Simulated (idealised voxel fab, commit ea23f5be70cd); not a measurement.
process module | voxel released beams
cross-section cut | 285 nm wide | cells 5 nm
A cross-section is a grid of square cells, given in bands from the top down. A band is one or more rows of cells.
Each band's line starts with the height of the band's top and of its bottom, in nm. Then come its materials from left to right, each with its width in nm. One material with "throughout" fills the band from edge to edge. "air" is empty space.
Height 0 is the level under which the wafer as received is all one material. The lowest band goes on downwards, as in "0 down".
A width such as "30 to 40" changes by the same amount from each row of cells to the next, from the band's top row to its bottom row.
"no change" after a step means that no cell of the cross-section changed.
closed voids: empty space of 8 cells or more with no open way to the top, each as width x height at its distance from the left edge, in nm
after a step's settings: what the simulator itself notes on the step
overlay nm, on a step with a mask: how far to the right of its planned place the mask lay; to the left if negative
plan
1 op RECEIVE | material Si
2 op CONFORMAL_DEP | material SiN | thk nm 5
3 op DIRECTIONAL_DEP | material SiO2 | thk nm 20
4 op MASKED_ETCH | tone open | mask id ANCHOR | width nm 45 | etch materials SiO2 | depth nm 20 | overlay nm 0
5 op CONFORMAL_DEP | material polySi | thk nm 15
6 op DIRECTIONAL_DEP | material aC | thk nm 10
7 op PATTERN | tone cover | mask id BEAM | material resist | width nm 95 | thk nm 30 | overlay nm 0
8 op DIRECTIONAL_ETCH | etch materials aC | depth nm 10
9 op STRIP | etch materials resist
10 op DIRECTIONAL_ETCH | etch materials polySi | depth nm 15
11 op STRIP | etch materials aC
12 op STRIP | etch materials SiO2
as received, after step 1
  0 down: Si throughout
  closed voids: none
a wafer at the end: this start, this plan, one mistake
  40 to 25: air 90 | polySi 25 | air 10 | polySi 60 | air 100
  25 to 20: air 100 | polySi 15 | air 10 | polySi 15 | air 145
  20 to 5: air 100 | polySi 40 | air 145
  5 to 0: SiN throughout
  0 down: Si throughout
  closed voids: none
what went wrong: step 4 ran as: op MASKED_ETCH | tone open | mask id ANCHOR | width nm 40 | etch materials SiO2 | depth nm 20 | overlay nm 0
